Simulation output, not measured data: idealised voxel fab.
Herein follows the process module entitled voxel self aligned contacts.
Cross-section cut spans 260 nm and uses square cells 5 nm in size.
Cross-section, as written here: a square-cell grid given band by band from the top down, where a band holds one or more rows of cells.
The entry gives the band's vertical extent as a top height and a bottom height in nm, then its horizontal make-up as materials from left to right, each with a width in nm. "empty" stands for empty space; a single material marked "throughout" fills the band edge to edge.
Heights are measured from 0, the level below which the as-received wafer is all one material; the lowest band has no bottom and continues downward, written as in "0 -> down".
With a width like "30->40", each row of cells in the band differs from the next by the same amount, the top row carrying the first number and the bottom row the second.
A step reported as "nothing was modified" is a step in which no cell of the cross-section changed.
Enclosed void catalog: empty space of 8 cells or more with no open way to the top, each as width x height at its distance from the left edge, in nm
Step line, after settings: the simulator's comment on this step.
"overlay nm", when on a step's line for a step with a mask, measures how far to the right of its planned place the mask lay; a negative measure means to the left.
**The following list gives the planned process steps**
1,RECEIVE, material Si
2,OXIDIZE, depth nm 5
3,DIRECTIONAL_DEP, material polySi, thk nm 20
4,DIRECTIONAL_DEP, material SiN, thk nm 20
5,DIRECTIONAL_DEP, material aC, thk nm 15
6,PATTERN, tone cover, mask id GATE, material resist, width nm 25, pitch nm 50, thk nm 30, overlay nm 0
7,DIRECTIONAL_ETCH, etch materials aC, depth nm 15
8,STRIP, etch materials resist
9,DIRECTIONAL_ETCH, etch materials SiN, depth nm 20
10,DIRECTIONAL_ETCH, etch materials polySi, depth nm 20
11,STRIP, etch materials aC
12,CONFORMAL_DEP, material SiN, thk nm 5
13,DIRECTIONAL_ETCH, etch materials SiN, depth nm 5
14,FILL_DEP, material SiO2, thk nm 15
15,CMP, height nm 45
16,DIRECTIONAL_DEP, material aC, thk nm 15
17,PATTERN, tone open, mask id CONTACT, material resist, width nm 35, thk nm 30, overlay nm 0
18,DIRECTIONAL_ETCH, etch materials aC, depth nm 15
19,STRIP, etch materials resist
20,DIRECTIONAL_ETCH, etch materials SiO2, depth nm 50
21,STRIP, etch materials aC
22,CONFORMAL_DEP, material TiN, thk nm 5
23,FILL_DEP, material W, thk nm 5
24,CMP, height nm 45
25,CONFORMAL_DEP, material SiN, thk nm 5
**Cross-section of the incoming wafer, state after step 1**
    0 -> down: Si throughout
    Enclosed void catalog: none
**End state of the module in cross-section, given the above starting point and plan and one mistake in execution**
    50 -> 45: SiN throughout
    45 -> 40: SiO2 85; SiN 35; TiN 5; W 5; TiN 5; SiN 35; SiO2 90
    40 -> 25: SiO2 85; SiN 5; polySi 25; SiN 5; TiN 5; W 5; TiN 5; SiN 5; polySi 25; SiN 5; SiO2 90
    25 -> 20: SiO2 85; SiN 5; polySi 25; SiN 5; TiN 15; SiN 5; polySi 25; SiN 5; SiO2 90
    20 -> 0: polySi throughout
    0 -> -5: SiO2 throughout
    -5 -> down: Si throughout
    Enclosed void catalog: none
It is concluded that the wafer was processed incorrectly with respect to the plan, in that in the plan, step 3 was performed twice
